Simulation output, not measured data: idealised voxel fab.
Module name: voxel local oxidation (process module)
This is section cut - it's 250 nm across, gridded in 5 nm square cells.
Cross-section, as written here: a square-cell grid given band by band from the top down, where a band holds one or more rows of cells. For a band, the entry starts with two heights in nm, that of the top and then that of the bottom, and carries on with the band's materials in order from left to right, each alongside its width in nm; the word "all across" beside a single material means it fills the band edge to edge, and "air" means empty space. Height reference: 0 = level under which incoming wafer is all one material. Lowest band: no bottom, runs on downward, e.g. "z 0 and below". Graded width ("30 to 40"): value in top row of band = first number; value in bottom row = second number; row-to-row change constant. Where the words "no alteration" appear for a step, the cross-section shows no cell changed by that step; every cell remained as before. "Closed-off voids" - sealed voids, min. 8 cells, no opening to top; format: width x height at distance (distance from left edge; nm throughout). Read whatever lies past the settings on a step's line as the simulator's own remark about the step. The line of a step may include "overlay nm". On a step with a mask, this value is how far to the right of its planned place the mask lay. A negative value means the mask lay to the left.

## Planned process steps
1: RECEIVE, material Si
2: CONFORMAL_DEP, material SiO2, thk nm 5
3: CONFORMAL_DEP, material SiN, thk nm 15
4: PATTERN, tone cover, mask id ACTIVE, material resist, width nm 130, thk nm 15, overlay nm 0
5: DIRECTIONAL_ETCH, etch materials SiN, depth nm 15
6: STRIP, etch materials resist
7: SELECTIVE_ETCH, etch materials SiO2, depth nm 5
8: OXIDIZE, depth nm 15
9: STRIP, etch materials SiN

## As received (post step 1): cross-section
- z 0 and below | Si all across
- Closed-off voids: none

## First of two wafers, end-of-module section, run followed plan
- z 5 to 0 | 65 of air, then 120 of SiO2, then 65 of air
- z 0 to -15 | 80 of SiO2, then 90 of Si, then 80 of SiO2
- z -15 and below | Si all across
- Closed-off voids: none

## Here's the second of our two wafers sectioned at module end. Same start as the first, same plan, but one mistake got made running it
- z 5 to 0 | 55 of air, then 120 of SiO2, then 75 of air
- z 0 to -15 | 70 of SiO2, then 90 of Si, then 90 of SiO2
- z -15 and below | Si all across
- Closed-off voids: none
Misprocessing identified: so step 4 ended up running with a different setting than we planned, it ran as PATTERN, tone cover, mask id ACTIVE, material resist, width nm 130, thk nm 15, overlay nm -10
So at the finish, the second wafer's got exactly as many cells of each material as the first, just not in the same spots.
